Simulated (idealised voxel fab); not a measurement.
The following process module bears the name voxel released beams.
It is cross-section cut that appears here, measuring 205 nm in width, its square cells being 5 nm in size.
Throughout this document, each cross-section is represented as a grid of square cells and is presented as a sequence of bands enumerated from the top downward, where a band comprises one or more rows of cells. Top height, bottom height, nm. Materials left to right, width each, nm. Single material + "everywhere" = fills band edge to edge. "empty" = empty. For the purposes of this specification, 0 denotes the height below which the wafer in its as-received condition is composed wholly of one material, and the lowermost band, lacking a lower limit, extends downward without end, as expressed in "top 0, no bottom". Width "30->40": first value at the band's top row of cells, second value at its bottom row, equal change from row to row. Where a step carries "all unchanged", the cross-section came out of it unchanged, cell for cell. "Sealed cavities" contains a list of empty spaces, each no smaller than 8 cells and without an open way to the top, written in the form width x height at distance with the distance from the left edge and all three in nm. Formally, on a step line, whatever follows the settings is a remark that the simulator itself makes on the step. "overlay nm" answers the question of how far to the right of plan the mask lay on a step that has a mask, and when it is negative the answer is to the left.
The following list gives the planned process steps:
1,op RECEIVE | material Si
2,op CONFORMAL_DEP | material Al2O3 | thk nm 10
3,op DIRECTIONAL_DEP | material SiO2 | thk nm 15
4,op DIRECTIONAL_DEP | material aC | thk nm 10
5,op PATTERN | tone open | mask id ANCHOR | material resist | width nm 30 | thk nm 30 | overlay nm 0
6,op DIRECTIONAL_ETCH | etch materials aC | depth nm 10
7,op STRIP | etch materials resist
8,op DIRECTIONAL_ETCH | etch materials SiO2 | depth nm 15
9,op STRIP | etch materials aC
10,op CONFORMAL_DEP | material SiN | thk nm 10
11,op PATTERN | tone cover | mask id BEAM | material resist | width nm 100 | thk nm 20 | overlay nm 0
12,op DIRECTIONAL_ETCH | etch materials SiN | depth nm 10
13,op STRIP | etch materials resist
14,op STRIP | etch materials SiO2
On the first of the two wafers: run conducted according to plan:
Wafer as received: cross-section following step 1:
    top 0, no bottom  Si everywhere
    Sealed cavities: none
The wafer in cross-section once step 2 is complete:
    top 10, bottom 0  Al2O3 everywhere
    Lower than 0, everything is as it was.
The wafer in cross-section once step 3 is complete:
    top 25, bottom 10  SiO2 everywhere
    Lower than 10, everything is as it was.
The wafer in cross-section once step 4 is complete:
    top 35, bottom 25  aC everywhere
    Lower than 25, everything is as it was.
The wafer in cross-section once step 5 is complete:
    top 65, bottom 35  resist 55 nm / empty 30 nm / resist 120 nm
    Lower than 35, everything is as it was.
The wafer in cross-section once step 6 is complete:
    top 55, bottom 35  resist 55 nm / empty 30 nm / resist 120 nm
    top 35, bottom 25  aC 55 nm / empty 30 nm / aC 120 nm
    Lower than 25, everything is as it was.
The wafer in cross-section once step 7 is complete:
    top 35, bottom 25  aC 55 nm / empty 30 nm / aC 120 nm
    Lower than 25, everything is as it was.
The wafer in cross-section once step 8 is complete:
    top 35, bottom 25  aC 55 nm / empty 30 nm / aC 120 nm
    top 25, bottom 10  SiO2 55 nm / empty 30 nm / SiO2 120 nm
    Lower than 10, everything is as it was.
The wafer in cross-section once step 9 is complete:
    top 25, bottom 10  SiO2 55 nm / empty 30 nm / SiO2 120 nm
    Lower than 10, everything is as it was.
The wafer in cross-section once step 10 is complete:
    top 35, bottom 25  SiN 65 nm / empty 10 nm / SiN 130 nm
    top 25, bottom 20  SiO2 55 nm / SiN 10 nm / empty 10 nm / SiN 10 nm / SiO2 120 nm
    top 20, bottom 10  SiO2 55 nm / SiN 30 nm / SiO2 120 nm
    Lower than 10, everything is as it was.
The wafer in cross-section once step 11 is complete:
    top 55, bottom 35  empty 50 nm / resist 100 nm / empty 55 nm
    top 35, bottom 25  SiN 65 nm / resist 10 nm / SiN 130 nm
    top 25, bottom 20  SiO2 55 nm / SiN 10 nm / resist 10 nm / SiN 10 nm / SiO2 120 nm
    Lower than 20, everything is as it was.
The wafer in cross-section once step 12 is complete:
    top 55, bottom 35  empty 50 nm / resist 100 nm / empty 55 nm
    top 35, bottom 25  empty 50 nm / SiN 15 nm / resist 10 nm / SiN 75 nm / empty 55 nm
    Lower than 25, everything is as it was.
The wafer in cross-section once step 13 is complete:
    top 35, bottom 25  empty 50 nm / SiN 15 nm / empty 10 nm / SiN 75 nm / empty 55 nm
    top 25, bottom 20  SiO2 55 nm / SiN 10 nm / empty 10 nm / SiN 10 nm / SiO2 120 nm
    Lower than 20, everything is as it was.
The wafer in cross-section once step 14 is complete:
    top 35, bottom 25  empty 50 nm / SiN 15 nm / empty 10 nm / SiN 75 nm / empty 55 nm
    top 25, bottom 20  empty 55 nm / SiN 10 nm / empty 10 nm / SiN 10 nm / empty 120 nm
    top 20, bottom 10  empty 55 nm / SiN 30 nm / empty 120 nm
    Lower than 10, everything is as it was.
It is to be noted that the second wafer proceeded from the same initial state and according to the same plan as the first, although one mistake was committed in its execution; through step 7, inclusive, the two wafers share an identical history:
What the second wafer looks like in cross-section when step 8 should have wrapped up:
    top 35, bottom 25  aC 55 nm / empty 30 nm / aC 120 nm
    top 25, bottom 10  SiO2 55 nm / empty 30 nm / SiO2 120 nm
    Lower than 10, everything is as it was.
What the second wafer looks like in cross-section when step 9 should have wrapped up:
    top 25, bottom 10  SiO2 55 nm / empty 30 nm / SiO2 120 nm
    Lower than 10, everything is as it was.
What the second wafer looks like in cross-section when step 10 should have wrapped up:
    top 35, bottom 25  SiN 65 nm / empty 10 nm / SiN 130 nm
    top 25, bottom 20  SiO2 55 nm / SiN 10 nm / empty 10 nm / SiN 10 nm / SiO2 120 nm
    top 20, bottom 10  SiO2 55 nm / SiN 30 nm / SiO2 120 nm
    Lower than 10, everything is as it was.
What the second wafer looks like in cross-section when step 11 should have wrapped up:
    top 55, bottom 35  empty 50 nm / resist 100 nm / empty 55 nm
    top 35, bottom 25  SiN 65 nm / resist 10 nm / SiN 130 nm
    top 25, bottom 20  SiO2 55 nm / SiN 10 nm / resist 10 nm / SiN 10 nm / SiO2 120 nm
    Lower than 20, everything is as it was.
What the second wafer looks like in cross-section when step 12 should have wrapped up:
    top 55, bottom 35  empty 50 nm / resist 100 nm / empty 55 nm
    top 35, bottom 25  empty 50 nm / SiN 15 nm / resist 10 nm / SiN 75 nm / empty 55 nm
    Lower than 25, everything is as it was.
What the second wafer looks like in cross-section when step 13 should have wrapped up:
    top 35, bottom 25  empty 50 nm / SiN 15 nm / empty 10 nm / SiN 75 nm / empty 55 nm
    top 25, bottom 20  SiO2 55 nm / SiN 10 nm / empty 10 nm / SiN 10 nm / SiO2 120 nm
    Lower than 20, everything is as it was.
What the second wafer looks like in cross-section when step 14 should have wrapped up:
    top 35, bottom 25  empty 50 nm / SiN 15 nm / empty 10 nm / SiN 75 nm / empty 55 nm
    top 25, bottom 20  empty 55 nm / SiN 10 nm / empty 10 nm / SiN 10 nm / empty 120 nm
    top 20, bottom 10  empty 55 nm / SiN 30 nm / empty 120 nm
    Lower than 10, everything is as it was.
Processing error: step 8 from the plan got run twice
Same final cross-section on the two wafers, so the model's numbers don't move because of the mistake.
